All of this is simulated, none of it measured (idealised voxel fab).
Proc. module: voxel transistor to metal
For reference, the cross-section in this document is cut, with width 180 nm and square cells of 5 nm.
A cross-section in this document is a grid of square cells, and it is written down as bands, the top band listed before the ones below it; a band is made up of one or more rows of cells. Heights first: top, then bottom, in nm. Then materials, left to right, each with a width in nm. "all across" on a single material: fills the band edge to edge. "empty": empty space. Basically, 0 is our baseline, since under it the wafer straight out of the box is all one material. The bottom band has no lower end and keeps on going down, so it looks like "0..down". Width "30 to 40": first value at the band's top row of cells, second value at its bottom row, equal change from row to row. Take "left unchanged" at face value: in the step it is given for, the cross-section changed in none of its cells. Look at "Closed void catalog" for the closed voids: empty spaces with no open path to the top, sized 8 cells or up. Each is width x height at distance, distance from the left edge, all nm. On a step's line, text after the settings is the simulator commenting on that step. overlay nm: for a step with a mask, the amount by which the mask lay right of where it was planned; a negative amount means left of it.

Listed below are the process steps as planned:
1 RECEIVE with material Si
2 CONFORMAL_DEP with material SiO2, thk nm 5
3 CONFORMAL_DEP with material SiN, thk nm 10
4 MASKED_ETCH with tone cover, mask id ACTIVE, width nm 110, etch materials SiN, depth nm 10, overlay nm 0
5 MASKED_ETCH with tone cover, mask id ACTIVE, width nm 110, etch materials SiO2, depth nm 5, overlay nm 0
6 MASKED_ETCH with tone cover, mask id ACTIVE, width nm 110, etch materials Si, depth nm 30, overlay nm 0
7 OXIDIZE with depth nm 5
8 FILL_DEP with material SiO2, thk nm 5
9 CMP with height nm 15
10 SELECTIVE_ETCH with etch materials SiO2, depth nm 10
11 STRIP with etch materials SiN
12 SELECTIVE_ETCH with etch materials SiO2, depth nm 5
13 OXIDIZE with depth nm 5
14 DIRECTIONAL_DEP with material polySi, thk nm 20
15 DIRECTIONAL_DEP with material SiCN, thk nm 10
16 PATTERN with tone cover, mask id GATE, material resist, width nm 30, thk nm 15, overlay nm 0
17 DIRECTIONAL_ETCH with etch materials SiCN, depth nm 20
18 DIRECTIONAL_ETCH with etch materials polySi, depth nm 30
19 STRIP with etch materials resist
20 CONFORMAL_DEP with material SiN, thk nm 10
21 DIRECTIONAL_ETCH with etch materials SiN, depth nm 10
22 DIRECTIONAL_ETCH with etch materials SiO2, depth nm 5
23 EPI with material pSi, thk nm 5
24 FILL_DEP with material SiO2, thk nm 10
25 CMP with height nm 20
26 STRIP with etch materials polySi
27 SELECTIVE_ETCH with etch materials SiO2, depth nm 5
28 CONFORMAL_DEP with material HfO2, thk nm 5
29 CONFORMAL_DEP with material TiN, thk nm 5
30 FILL_DEP with material W, thk nm 10
31 CMP with height nm 15
32 DIRECTIONAL_DEP with material SiO2, thk nm 10
33 MASKED_ETCH with tone open, mask id CONTACT, width nm 20, pitch nm 80, etch materials SiO2, depth nm 25, overlay nm 0
34 CONFORMAL_DEP with material TiN, thk nm 5
35 FILL_DEP with material Ru, thk nm 5
36 CMP with height nm 25
37 CONFORMAL_DEP with material SiN, thk nm 5
38 DIRECTIONAL_DEP with material lowk, thk nm 20
39 DIRECTIONAL_DEP with material aC, thk nm 15
40 PATTERN with tone open, mask id METAL_1, material resist, width nm 20, pitch nm 80, thk nm 30, overlay nm 0
41 DIRECTIONAL_ETCH with etch materials aC, depth nm 15
42 STRIP with etch materials resist
43 DIRECTIONAL_ETCH with etch materials lowk, depth nm 20
44 DIRECTIONAL_ETCH with etch materials SiN, depth nm 5
45 STRIP with etch materials aC
46 CONFORMAL_DEP with material TiN, thk nm 5
47 FILL_DEP with material Cu, thk nm 5
48 CMP with height nm 50
49 CONFORMAL_DEP with material SiCN, thk nm 5
50 DIRECTIONAL_DEP with material SiO2, thk nm 30
51 MASKED_ETCH with tone open, mask id METAL_2_HOLES, width nm 15, pitch nm 80, etch materials SiO2, depth nm 30, overlay nm 0
52 MASKED_ETCH with tone open, mask id METAL_2, width nm 20, pitch nm 80, etch materials SiO2, depth nm 20, overlay nm 0
53 MASKED_ETCH with tone open, mask id METAL_2, width nm 20, pitch nm 80, etch materials SiCN, depth nm 5, overlay nm 0
54 CONFORMAL_DEP with material TiN, thk nm 5
55 FILL_DEP with material Ru, thk nm 10
56 CMP with height nm 85
57 CONFORMAL_DEP with material SiN, thk nm 5

Received-state cross-section, reflecting completion of step 1:
- 0..down  Si all across
- Closed void catalog: none

Module complete, cross-section. Starting point and plan per above. One mistake made in running the module:
- 90..85  SiN all across
- 85..70  40 of SiO2, then 5 of TiN, then 10 of Ru, then 5 of TiN, then 60 of SiO2, then 5 of TiN, then 10 of Ru, then 5 of TiN, then 40 of SiO2
- 70..65  40 of SiO2, then 5 of TiN, then 5 of Ru, then 10 of TiN, then 60 of SiO2, then 5 of TiN, then 5 of Ru, then 10 of TiN, then 40 of SiO2
- 65..55  40 of SiO2, then 5 of TiN, then 5 of Ru, then 5 of TiN, then 65 of SiO2, then 5 of TiN, then 5 of Ru, then 5 of TiN, then 45 of SiO2
- 55..50  40 of SiCN, then 15 of TiN, then 65 of SiCN, then 15 of TiN, then 45 of SiCN
- 50..45  45 of TiN, then 10 of Cu, then 70 of TiN, then 10 of Cu, then 45 of TiN
- 45..25  40 of lowk, then 5 of TiN, then 10 of Cu, then 5 of TiN, then 60 of lowk, then 5 of TiN, then 10 of Cu, then 5 of TiN, then 40 of lowk
- 25..20  40 of SiN, then 20 of TiN, then 60 of SiN, then 20 of TiN, then 40 of SiN
- 20..15  40 of SiO2, then 5 of TiN, then 10 of Ru, then 5 of TiN, then 60 of SiO2, then 5 of TiN, then 10 of Ru, then 5 of TiN, then 40 of SiO2
- 15..5  40 of SiO2, then 5 of TiN, then 10 of Ru, then 5 of TiN, then 5 of SiO2, then 10 of SiN, then 5 of HfO2, then 5 of TiN, then 10 of W, then 5 of TiN, then 5 of HfO2, then 10 of SiN, then 5 of SiO2, then 5 of TiN, then 10 of Ru, then 5 of TiN, then 40 of SiO2
- 5..0  40 of SiO2, then 20 of TiN, then 5 of SiO2, then 10 of SiN, then 5 of HfO2, then 20 of TiN, then 5 of HfO2, then 10 of SiN, then 5 of SiO2, then 20 of TiN, then 40 of SiO2
- 0..-5  35 of SiO2, then 30 of pSi, then 5 of SiO2, then 40 of HfO2, then 5 of SiO2, then 30 of pSi, then 35 of SiO2
- -5..-35  40 of SiO2, then 100 of Si, then 40 of SiO2
- -35..down  Si all across
- Closed void catalog: none
Finding, execution versus plan: contrary to plan, step 36 was performed as CMP with height nm 20
